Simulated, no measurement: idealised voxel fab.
A process module follows: voxel self aligned contacts.
For reference, the cross-section in this document is cut, with width 215 nm and square cells of 5 nm.
If you're reading a cross-section in this doc, picture square cells in a grid; it comes to you as bands, top ones listed first down to the bottom, and a band can be one or more rows of cells.
Per band: top height and bottom height in nm, followed by the left-to-right materials and their widths in nm; "everywhere" marks a single material spanning edge to edge, "blank" marks empty space.
Below 0: as-received wafer, all one material; heights counted from there. Lowest band: no bottom, goes on down, written "0 and below".
Width spec "30->40" -> top row of cells at first value, bottom row at second value, equal per-row change in between.
Where the words "identical to before" appear for a step, the cross-section shows no cell changed by that step; every cell remained as before.
This entry, "Closed void catalog", enumerates those empty regions of no fewer than 8 cells that possess no open connection to the top. Each region is reported in the form width x height at distance, the distance being taken from the left edge, with all three quantities expressed in nm.
It should be noted that, on the line of a given step, the content following the step's settings is a remark produced by the simulator itself with respect to that step.
overlay nm: how far to the right of its planned place the mask lay on this masked step (negative: to the left).
[Here's what the planned process steps look like]
step 1: RECEIVE,material Si
step 2: OXIDIZE,depth nm 5
step 3: DIRECTIONAL_DEP,material polySi,thk nm 20
step 4: DIRECTIONAL_DEP,material SiN,thk nm 15
step 5: DIRECTIONAL_DEP,material aC,thk nm 15
step 6: PATTERN,tone cover,mask id GATE,material resist,width nm 30,pitch nm 65,thk nm 30,overlay nm 0
step 7: DIRECTIONAL_ETCH,etch materials aC,depth nm 15
step 8: STRIP,etch materials resist
step 9: DIRECTIONAL_ETCH,etch materials SiN,depth nm 15
step 10: DIRECTIONAL_ETCH,etch materials polySi,depth nm 20
step 11: STRIP,etch materials aC
step 12: CONFORMAL_DEP,material SiN,thk nm 5
step 13: DIRECTIONAL_ETCH,etch materials SiN,depth nm 5
step 14: FILL_DEP,material SiO2,thk nm 15
step 15: CMP,height nm 45
step 16: DIRECTIONAL_DEP,material aC,thk nm 10
step 17: PATTERN,tone open,mask id CONTACT,material resist,width nm 45,pitch nm 65,thk nm 25,overlay nm 0
step 18: DIRECTIONAL_ETCH,etch materials aC,depth nm 10
step 19: STRIP,etch materials resist
step 20: DIRECTIONAL_ETCH,etch materials SiO2,depth nm 50
step 21: STRIP,etch materials aC
step 22: CONFORMAL_DEP,material TiN,thk nm 5
step 23: FILL_DEP,material W,thk nm 5
step 24: CMP,height nm 45
step 25: CONFORMAL_DEP,material SiN,thk nm 5
[Cross-section of the wafer as it came to us, i.e., already through step 1]
> 0 and below: Si everywhere
> Closed void catalog: none
[End-of-module XS, first of two wafers, run as planned]
> 50 down to 45: SiN everywhere
> 45 down to 35: 50 SiO2, 5->15 TiN, 35->15 W, 5->15 TiN, 20 SiO2, 5->15 TiN, 35->15 W, 5->15 TiN, 55 SiO2
> 35 down to 20: 20 SiO2, 40 SiN, 5 TiN, 15 W, 5 TiN, 40 SiN, 5 TiN, 15 W, 5 TiN, 40 SiN, 25 SiO2
> 20 down to 0: 20 SiO2, 5 SiN, 30 polySi, 5 SiN, 5 TiN, 15 W, 5 TiN, 5 SiN, 30 polySi, 5 SiN, 5 TiN, 15 W, 5 TiN, 5 SiN, 30 polySi, 5 SiN, 25 SiO2
> 0 down to -5: 60 SiO2, 25 TiN, 40 SiO2, 25 TiN, 65 SiO2
> -5 and below: Si everywhere
> Closed void catalog: none
[So this is wafer number two of the two, cut at the end of the module - it started where the first did and had the same plan, we just got one thing wrong running it]
> 50 down to 45: SiN everywhere
> 45 down to 35: 50 SiO2, 5->10 TiN, 35->15 W, 5->20 TiN, 20 SiO2, 5->10 TiN, 35->15 W, 5->20 TiN, 55 SiO2
> 35 down to 20: 15 SiO2, 40 SiN, 5 TiN, 15 W, 5 TiN, 40 SiN, 5 TiN, 15 W, 5 TiN, 40 SiN, 30 SiO2
> 20 down to 0: 15 SiO2, 5 SiN, 30 polySi, 5 SiN, 5 TiN, 15 W, 5 TiN, 5 SiN, 30 polySi, 5 SiN, 5 TiN, 15 W, 5 TiN, 5 SiN, 30 polySi, 5 SiN, 30 SiO2
> 0 down to -5: 55 SiO2, 25 TiN, 40 SiO2, 25 TiN, 70 SiO2
> -5 and below: Si everywhere
> Closed void catalog: none
Deviation from plan: in deviation from the planned setting, step 6 was conducted as PATTERN,tone cover,mask id GATE,material resist,width nm 30,pitch nm 65,thk nm 30,overlay nm -5
Both wafers, final: cells per material equal; arrangement not.
